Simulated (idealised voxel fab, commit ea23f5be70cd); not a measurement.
Proc. module: voxel wiring stack
Cross-section cut spans 270 nm and uses square cells 5 nm in size.
This document writes a cross-section as a grid whose cells are square, and gives it as bands, listed from the top down; one or more rows of cells form a band.
Quick guide to a band line: top height, bottom height (nm) up front; then every material left to right with its width in nm. Only one material and it's marked "throughout"? Then it fills the band edge to edge. And "blank" just means empty space.
Zero point of the height axis is 0; under it, received wafer = one material. Lowest band: continues down indefinitely, "0..down".
It should be noted that a width expressed as "30..40" varies in equal increments from row to row of cells within the band, taking the value of the first number at the top row and that of the second number at the bottom row.
"left unchanged" means the step left every cell of the cross-section as it was.
Look at "Trapped void list" for the closed voids: empty spaces with no open path to the top, sized 8 cells or up. Each is width x height at distance, distance from the left edge, all nm.
Whatever follows a step's settings on its line is a remark the simulator itself makes about that step.
For masked steps, "overlay nm" on the step line gives how far right of plan the mask actually lay; a minus sign means it lay to the left.

The process steps that were planned are listed below:
- 1: op RECEIVE | material Si
- 2: op CONFORMAL_DEP | material SiO2 | thk nm 10
- 3: op DIRECTIONAL_DEP | material TiN | thk nm 5
- 4: op DIRECTIONAL_DEP | material Ru | thk nm 25
- 5: op DIRECTIONAL_DEP | material aC | thk nm 10
- 6: op PATTERN | tone cover | mask id METAL_1 | material resist | width nm 20 | pitch nm 45 | thk nm 25 | overlay nm 0
- 7: op DIRECTIONAL_ETCH | etch materials aC | depth nm 10
- 8: op STRIP | etch materials resist
- 9: op DIRECTIONAL_ETCH | etch materials Ru | depth nm 25
- 10: op DIRECTIONAL_ETCH | etch materials TiN | depth nm 5
- 11: op STRIP | etch materials aC
- 12: op CONFORMAL_DEP | material SiCN | thk nm 5
- 13: op FILL_DEP | material SiO2 | thk nm 10
- 14: op CMP | height nm 40
- 15: op CONFORMAL_DEP | material SiCN | thk nm 5
- 16: op DIRECTIONAL_DEP | material lowk | thk nm 10
- 17: op PATTERN | tone open | mask id PLUG_1 | material resist | width nm 15 | pitch nm 90 | thk nm 20 | overlay nm 0
- 18: op DIRECTIONAL_ETCH | etch materials lowk | depth nm 10
- 19: op DIRECTIONAL_ETCH | etch materials SiCN | depth nm 5
- 20: op STRIP | etch materials resist
- 21: op CONFORMAL_DEP | material TiN | thk nm 5
- 22: op FILL_DEP | material Ru | thk nm 10
- 23: op CMP | height nm 55
- 24: op CONFORMAL_DEP | material SiCN | thk nm 5
- 25: op DIRECTIONAL_DEP | material lowk | thk nm 20
- 26: op PATTERN | tone open | mask id METAL_2 | material resist | width nm 20 | pitch nm 45 | thk nm 15 | overlay nm 0
- 27: op DIRECTIONAL_ETCH | etch materials lowk | depth nm 20
- 28: op DIRECTIONAL_ETCH | etch materials SiCN | depth nm 5
- 29: op STRIP | etch materials resist
- 30: op CONFORMAL_DEP | material TiN | thk nm 5
- 31: op FILL_DEP | material W | thk nm 10
- 32: op CMP | height nm 80
- 33: op CONFORMAL_DEP | material SiCN | thk nm 5
- 34: op DIRECTIONAL_DEP | material lowk | thk nm 30
- 35: op DIRECTIONAL_DEP | material aC | thk nm 10
- 36: op PATTERN | tone open | mask id METAL_3 | material resist | width nm 20 | pitch nm 45 | thk nm 30 | overlay nm 0
- 37: op DIRECTIONAL_ETCH | etch materials aC | depth nm 10
- 38: op STRIP | etch materials resist
- 39: op DIRECTIONAL_ETCH | etch materials lowk | depth nm 20
- 40: op STRIP | etch materials aC
- 41: op DIRECTIONAL_DEP | material aC | thk nm 10
- 42: op PATTERN | tone open | mask id METAL_3_HOLES | material resist | width nm 15 | pitch nm 90 | thk nm 30 | overlay nm 0
- 43: op DIRECTIONAL_ETCH | etch materials aC | depth nm 10
- 44: op STRIP | etch materials resist
- 45: op DIRECTIONAL_ETCH | etch materials lowk | depth nm 10
- 46: op DIRECTIONAL_ETCH | etch materials SiCN | depth nm 5
- 47: op STRIP | etch materials aC
- 48: op CONFORMAL_DEP | material TiN | thk nm 5
- 49: op FILL_DEP | material Ru | thk nm 10
- 50: op CMP | height nm 115
- 51: op CONFORMAL_DEP | material SiCN | thk nm 5
- 52: op DIRECTIONAL_DEP | material SiO2 | thk nm 10
- 53: op DIRECTIONAL_DEP | material aC | thk nm 15
- 54: op PATTERN | tone open | mask id PLUG_3 | material resist | width nm 15 | pitch nm 45 | thk nm 35 | overlay nm 0
- 55: op DIRECTIONAL_ETCH | etch materials aC | depth nm 15
- 56: op STRIP | etch materials resist
- 57: op DIRECTIONAL_ETCH | etch materials SiO2 | depth nm 10
- 58: op DIRECTIONAL_ETCH | etch materials SiCN | depth nm 5
- 59: op STRIP | etch materials aC
- 60: op EPI | material Ru | thk nm 10
- 61: op EPI | material Ru | thk nm 5
- 62: op CONFORMAL_DEP | material SiCN | thk nm 5
- 63: op DIRECTIONAL_DEP | material SiO2 | thk nm 20
- 64: op PATTERN | tone open | mask id METAL_4 | material resist | width nm 20 | pitch nm 45 | thk nm 20 | overlay nm 0
- 65: op DIRECTIONAL_ETCH | etch materials SiO2 | depth nm 20
- 66: op DIRECTIONAL_ETCH | etch materials SiCN | depth nm 5
- 67: op STRIP | etch materials resist
- 68: op CONFORMAL_DEP | material TiN | thk nm 5
- 69: op FILL_DEP | material W | thk nm 5
- 70: op CMP | height nm 155
- 71: op CONFORMAL_DEP | material SiCN | thk nm 5

Cross-section of the wafer upon arrival, representing the state reached after step 1:
* 0..down = Si throughout
* Trapped void list: none

First wafer at the end, as planned:
* 160..155 = SiCN throughout
* 155..135 = 55 nm SiO2; 5 nm TiN; 10 nm W; 5 nm TiN; 25 nm SiO2; 5 nm TiN; 10 nm W; 5 nm TiN; 25 nm SiO2; 5 nm TiN; 10 nm W; 5 nm TiN; 25 nm SiO2; 5 nm TiN; 10 nm W; 5 nm TiN; 60 nm SiO2
* 135..130 = 55 nm SiCN; 20 nm TiN; 25 nm SiCN; 20 nm TiN; 25 nm SiCN; 20 nm TiN; 25 nm SiCN; 20 nm TiN; 60 nm SiCN
* 130..120 = 55 nm SiO2; 15 nm Ru; 30 nm SiO2; 15 nm Ru; 30 nm SiO2; 15 nm Ru; 30 nm SiO2; 15 nm Ru; 65 nm SiO2
* 120..115 = 55 nm SiCN; 15 nm Ru; 30 nm SiCN; 15 nm Ru; 30 nm SiCN; 15 nm Ru; 30 nm SiCN; 15 nm Ru; 65 nm SiCN
* 115..100 = 55 nm lowk; 5 nm TiN; 10 nm Ru; 5 nm TiN; 25 nm lowk; 5 nm TiN; 10 nm Ru; 5 nm TiN; 25 nm lowk; 5 nm TiN; 10 nm Ru; 5 nm TiN; 25 nm lowk; 5 nm TiN; 10 nm Ru; 5 nm TiN; 60 nm lowk
* 100..95 = 55 nm lowk; 5 nm TiN; 5 nm Ru; 10 nm TiN; 25 nm lowk; 20 nm TiN; 25 nm lowk; 5 nm TiN; 5 nm Ru; 10 nm TiN; 25 nm lowk; 20 nm TiN; 60 nm lowk
* 95..85 = 55 nm lowk; 5 nm TiN; 5 nm Ru; 5 nm TiN; 75 nm lowk; 5 nm TiN; 5 nm Ru; 5 nm TiN; 110 nm lowk
* 85..80 = 55 nm SiCN; 15 nm TiN; 75 nm SiCN; 15 nm TiN; 110 nm SiCN
* 80..60 = 55 nm lowk; 5 nm TiN; 10 nm W; 5 nm TiN; 25 nm lowk; 5 nm TiN; 10 nm W; 5 nm TiN; 25 nm lowk; 5 nm TiN; 10 nm W; 5 nm TiN; 25 nm lowk; 5 nm TiN; 10 nm W; 5 nm TiN; 60 nm lowk
* 60..55 = 55 nm SiCN; 20 nm TiN; 25 nm SiCN; 20 nm TiN; 25 nm SiCN; 20 nm TiN; 25 nm SiCN; 20 nm TiN; 60 nm SiCN
* 55..45 = 55 nm lowk; 5 nm TiN; 5 nm Ru; 5 nm TiN; 75 nm lowk; 5 nm TiN; 5 nm Ru; 5 nm TiN; 110 nm lowk
* 45..40 = 55 nm SiCN; 15 nm TiN; 75 nm SiCN; 15 nm TiN; 110 nm SiCN
* 40..15 = 50 nm SiO2; 5 nm SiCN; 20 nm Ru; 5 nm SiCN; 15 nm SiO2; 5 nm SiCN; 20 nm Ru; 5 nm SiCN; 15 nm SiO2; 5 nm SiCN; 20 nm Ru; 5 nm SiCN; 15 nm SiO2; 5 nm SiCN; 20 nm Ru; 5 nm SiCN; 55 nm SiO2
* 15..10 = 55 nm SiCN; 20 nm TiN; 25 nm SiCN; 20 nm TiN; 25 nm SiCN; 20 nm TiN; 25 nm SiCN; 20 nm TiN; 60 nm SiCN
* 10..0 = SiO2 throughout
* 0..down = Si throughout
* Trapped void list: none

Here's the second of our two wafers sectioned at module end. Same start as the first, same plan, but one mistake got made running it:
* 160..155 = SiCN throughout
* 155..135 = 55 nm SiO2; 5 nm TiN; 10 nm W; 5 nm TiN; 25 nm SiO2; 5 nm TiN; 10 nm W; 5 nm TiN; 25 nm SiO2; 5 nm TiN; 10 nm W; 5 nm TiN; 25 nm SiO2; 5 nm TiN; 10 nm W; 5 nm TiN; 60 nm SiO2
* 135..130 = 55 nm SiCN; 20 nm TiN; 25 nm SiCN; 20 nm TiN; 25 nm SiCN; 20 nm TiN; 25 nm SiCN; 20 nm TiN; 60 nm SiCN
* 130..120 = 55 nm SiO2; 15 nm Ru; 30 nm SiO2; 15 nm Ru; 30 nm SiO2; 15 nm Ru; 30 nm SiO2; 15 nm Ru; 65 nm SiO2
* 120..115 = 55 nm SiCN; 15 nm Ru; 30 nm SiCN; 15 nm Ru; 30 nm SiCN; 15 nm Ru; 30 nm SiCN; 15 nm Ru; 65 nm SiCN
* 115..100 = 55 nm lowk; 5 nm TiN; 10 nm Ru; 5 nm TiN; 25 nm lowk; 5 nm TiN; 10 nm Ru; 5 nm TiN; 25 nm lowk; 5 nm TiN; 10 nm Ru; 5 nm TiN; 25 nm lowk; 5 nm TiN; 10 nm Ru; 5 nm TiN; 60 nm lowk
* 100..95 = 55 nm lowk; 5 nm TiN; 10 nm Ru; 5 nm TiN; 25 nm lowk; 20 nm TiN; 25 nm lowk; 5 nm TiN; 10 nm Ru; 5 nm TiN; 25 nm lowk; 20 nm TiN; 60 nm lowk
* 95..85 = 55 nm lowk; 5 nm TiN; 10 nm Ru; 5 nm TiN; 70 nm lowk; 5 nm TiN; 10 nm Ru; 5 nm TiN; 105 nm lowk
* 85..80 = 55 nm SiCN; 20 nm TiN; 70 nm SiCN; 20 nm TiN; 105 nm SiCN
* 80..60 = 55 nm lowk; 5 nm TiN; 10 nm W; 5 nm TiN; 25 nm lowk; 5 nm TiN; 10 nm W; 5 nm TiN; 25 nm lowk; 5 nm TiN; 10 nm W; 5 nm TiN; 25 nm lowk; 5 nm TiN; 10 nm W; 5 nm TiN; 60 nm lowk
* 60..55 = 55 nm SiCN; 20 nm TiN; 25 nm SiCN; 20 nm TiN; 25 nm SiCN; 20 nm TiN; 25 nm SiCN; 20 nm TiN; 60 nm SiCN
* 55..45 = 55 nm lowk; 5 nm TiN; 5 nm Ru; 5 nm TiN; 75 nm lowk; 5 nm TiN; 5 nm Ru; 5 nm TiN; 110 nm lowk
* 45..40 = 55 nm SiCN; 15 nm TiN; 75 nm SiCN; 15 nm TiN; 110 nm SiCN
* 40..15 = 50 nm SiO2; 5 nm SiCN; 20 nm Ru; 5 nm SiCN; 15 nm SiO2; 5 nm SiCN; 20 nm Ru; 5 nm SiCN; 15 nm SiO2; 5 nm SiCN; 20 nm Ru; 5 nm SiCN; 15 nm SiO2; 5 nm SiCN; 20 nm Ru; 5 nm SiCN; 55 nm SiO2
* 15..10 = 55 nm SiCN; 20 nm TiN; 25 nm SiCN; 20 nm TiN; 25 nm SiCN; 20 nm TiN; 25 nm SiCN; 20 nm TiN; 60 nm SiCN
* 10..0 = SiO2 throughout
* 0..down = Si throughout
* Trapped void list: none
What was done differently from what was planned? for step 42, the planned setting was not used; the step was instead run as op PATTERN | tone open | mask id METAL_3_HOLES | material resist | width nm 20 | pitch nm 90 | thk nm 30 | overlay nm 0
At the finish, the second wafer shows more or fewer cells for some materials than the first does: Ru +6 | SiCN -2 | lowk -4
